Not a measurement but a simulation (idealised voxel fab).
voxel gate over fins: a process module
For reference, the cross-section in this document is cut, with width 225 nm and square cells of 5 nm.
When this document writes out a cross-section, it uses a grid of square cells and lists it as bands, beginning at the top and moving down, with a band standing for one or more rows of cells. It is stipulated that each band's entry specify, in nanometres, the height of the top of the band and then that of its bottom, followed by the materials of the band in left-to-right sequence, each together with its width in nanometres. A single material marked by the word "everywhere" is understood to fill the band from edge to edge; the word "air" is understood to denote empty space. Heights are reckoned from 0. Under this level, the received wafer is all of one material. The bottommost band is open-ended downward, for example "0 down". The notation "30->40" denotes a width that varies across the rows of cells in the band, beginning at the first number in the top row, finishing at the second number in the bottom row, and changing by an identical amount from each row to the next. Where a step carries "same as before", the cross-section came out of it unchanged, cell for cell. In "Fully sealed voids" the enclosed voids are listed, meaning empty spaces of 8 cells or larger without any opening to the top. The form is width x height at distance, distance from the left edge, units nm. Read whatever lies past the settings on a step's line as the simulator's own remark about the step. Among the settings permitted on a step's line is "overlay nm"; applied to a step with a mask, it specifies the extent to which the mask lay to the right of its planned position, whereas a negative figure signifies a position to the left.

Steps in the process plan:
| 1 | RECEIVE with material Si |
| 2 | CONFORMAL_DEP with material SiN, thk nm 10 |
| 3 | PATTERN with tone cover, mask id FINS, material resist, width nm 15, pitch nm 35, thk nm 20, overlay nm 0 |
| 4 | DIRECTIONAL_ETCH with etch materials SiN, depth nm 10 |
| 5 | DIRECTIONAL_ETCH with etch materials Si, depth nm 30 |
| 6 | STRIP with etch materials resist |
| 7 | OXIDIZE with depth nm 5 |
| 8 | FILL_DEP with material SiO2, thk nm 10 |
| 9 | CMP with height nm 10 |
| 10 | SELECTIVE_ETCH with etch materials SiO2, depth nm 25 |
| 11 | STRIP with etch materials SiN |
| 12 | CONFORMAL_DEP with material HfO2, thk nm 5 |
| 13 | CONFORMAL_DEP with material TiN, thk nm 5 |
| 14 | CONFORMAL_DEP with material TiAl, thk nm 5 |
| 15 | CONFORMAL_DEP with material TiN, thk nm 5 |
| 16 | FILL_DEP with material W, thk nm 15 |
| 17 | CMP with height nm 30 |
| 18 | CONFORMAL_DEP with material SiN, thk nm 10 |

as received, after step 1:
    0 down  Si everywhere
    Fully sealed voids: none

Post-module cross-section: identical start and plan to those above, one misstep in execution:
    40 to 30  SiN everywhere
    30 to 20  W everywhere
    20 to 15  W=55  TiN=115  W=55
    15 to 10  W=55  TiN=5  TiAl=105  TiN=5  W=55
    10 to 5  W=55  TiN=5  TiAl=5  HfO2=25  TiAl=10  HfO2=25  TiAl=10  HfO2=25  TiAl=5  TiN=5  W=55
    5 to 0  TiN=60  TiAl=5  HfO2=5  TiN=15  HfO2=5  TiAl=10  HfO2=5  TiN=15  HfO2=5  TiAl=10  HfO2=5  TiN=15  HfO2=5  TiAl=5  TiN=60
    0 to -5  TiAl=65  HfO2=5  TiN=5  Si=5  TiN=5  HfO2=5  TiAl=10  HfO2=5  TiN=5  Si=5  TiN=5  HfO2=5  TiAl=10  HfO2=5  TiN=5  Si=5  TiN=5  HfO2=5  TiAl=65
    -5 to -10  HfO2=70  TiN=5  Si=5  TiN=5  HfO2=20  TiN=5  Si=5  TiN=5  HfO2=20  TiN=5  Si=5  TiN=5  HfO2=70
    -10 to -15  TiN=75  Si=5  TiN=30  Si=5  TiN=30  Si=5  TiN=75
    -15 to -35  SiO2=75  Si=5  SiO2=30  Si=5  SiO2=30  Si=5  SiO2=75
    -35 down  Si everywhere
    Fully sealed voids: none
Processing error: plan steps 12 and 13 run swapped
